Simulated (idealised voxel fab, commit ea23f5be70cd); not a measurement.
The following is a process module called voxel self aligned vias.
The cross-section shown here is cut; it is 285 nm wide and divided into square cells measuring 5 nm on a side.
A cross-section is a grid of square cells, given in bands from the top down. A band is one or more rows of cells.
Heights first: top, then bottom, in nm. Then materials, left to right, each with a width in nm. "throughout" on a single material: fills the band edge to edge. "empty": empty space.
For the purposes of this specification, 0 denotes the height below which the wafer in its as-received condition is composed wholly of one material, and the lowermost band, lacking a lower limit, extends downward without end, as expressed in "0 down".
It should be noted that a width expressed as "30->40" varies in equal increments from row to row of cells within the band, taking the value of the first number at the top row and that of the second number at the bottom row.
The cross-section has no changed cell in any step marked "left unchanged".
You'll see "Listed closed voids" listing empty spaces that have no way open to the top, as long as they're 8 cells or more; the notation is width x height at distance, where the distance is from the left edge, and all of it is in nm.
On each step's line, the part that comes after the settings is the simulator's own comment on the step.
overlay nm: how far to the right of its planned place the mask lay on this masked step (negative: to the left).

Process steps (planned)
1: RECEIVE: material Si
2: CONFORMAL_DEP: material SiO2, thk nm 10
3: CONFORMAL_DEP: material SiCN, thk nm 5
4: DIRECTIONAL_DEP: material lowk, thk nm 20
5: MASKED_ETCH: tone open, mask id LINES, width nm 25, pitch nm 55, etch materials lowk, depth nm 20, overlay nm 0
6: CONFORMAL_DEP: material TiN, thk nm 5
7: FILL_DEP: material Ru, thk nm 10
8: CMP: height nm 35
9: SELECTIVE_ETCH: etch materials W Ru TiN, depth nm 5
10: FILL_DEP: material SiN, thk nm 10
11: CMP: height nm 35
12: DIRECTIONAL_DEP: material lowk, thk nm 20
13: PATTERN: tone open, mask id VIAS, material resist, width nm 35, pitch nm 110, thk nm 20, overlay nm 0
14: DIRECTIONAL_ETCH: etch materials lowk, depth nm 20
15: DIRECTIONAL_ETCH: etch materials SiN, depth nm 5
16: STRIP: etch materials resist
17: CONFORMAL_DEP: material TiN, thk nm 5
18: FILL_DEP: material W, thk nm 5
19: CMP: height nm 55
20: CONFORMAL_DEP: material SiN, thk nm 5

As received (post step 1): cross-section
> 0 down = Si throughout
> Listed closed voids: none

Cross-section at module end, one run error; start and plan unchanged from above
> 60 to 55 = SiN throughout
> 55 to 40 = lowk (70), then TiN (5), then W (25), then TiN (5), then lowk (75), then TiN (5), then W (25), then TiN (5), then lowk (70)
> 40 to 35 = lowk (70), then TiN (15), then W (5), then TiN (15), then lowk (75), then TiN (15), then W (5), then TiN (15), then lowk (70)
> 35 to 30 = lowk (80), then TiN (15), then lowk (40), then SiN (15), then lowk (40), then TiN (15), then lowk (80)
> 30 to 20 = lowk (80), then TiN (5), then Ru (5), then TiN (5), then lowk (40), then TiN (5), then Ru (5), then TiN (5), then lowk (40), then TiN (5), then Ru (5), then TiN (5), then lowk (80)
> 20 to 15 = lowk (80), then TiN (15), then lowk (40), then TiN (15), then lowk (40), then TiN (15), then lowk (80)
> 15 to 10 = SiCN throughout
> 10 to 0 = SiO2 throughout
> 0 down = Si throughout
> Listed closed voids: none
So what did we get wrong on this run? step 5 changed vs plan, executed as MASKED_ETCH: tone open, mask id LINES, width nm 15, pitch nm 55, etch materials lowk, depth nm 20, overlay nm 0
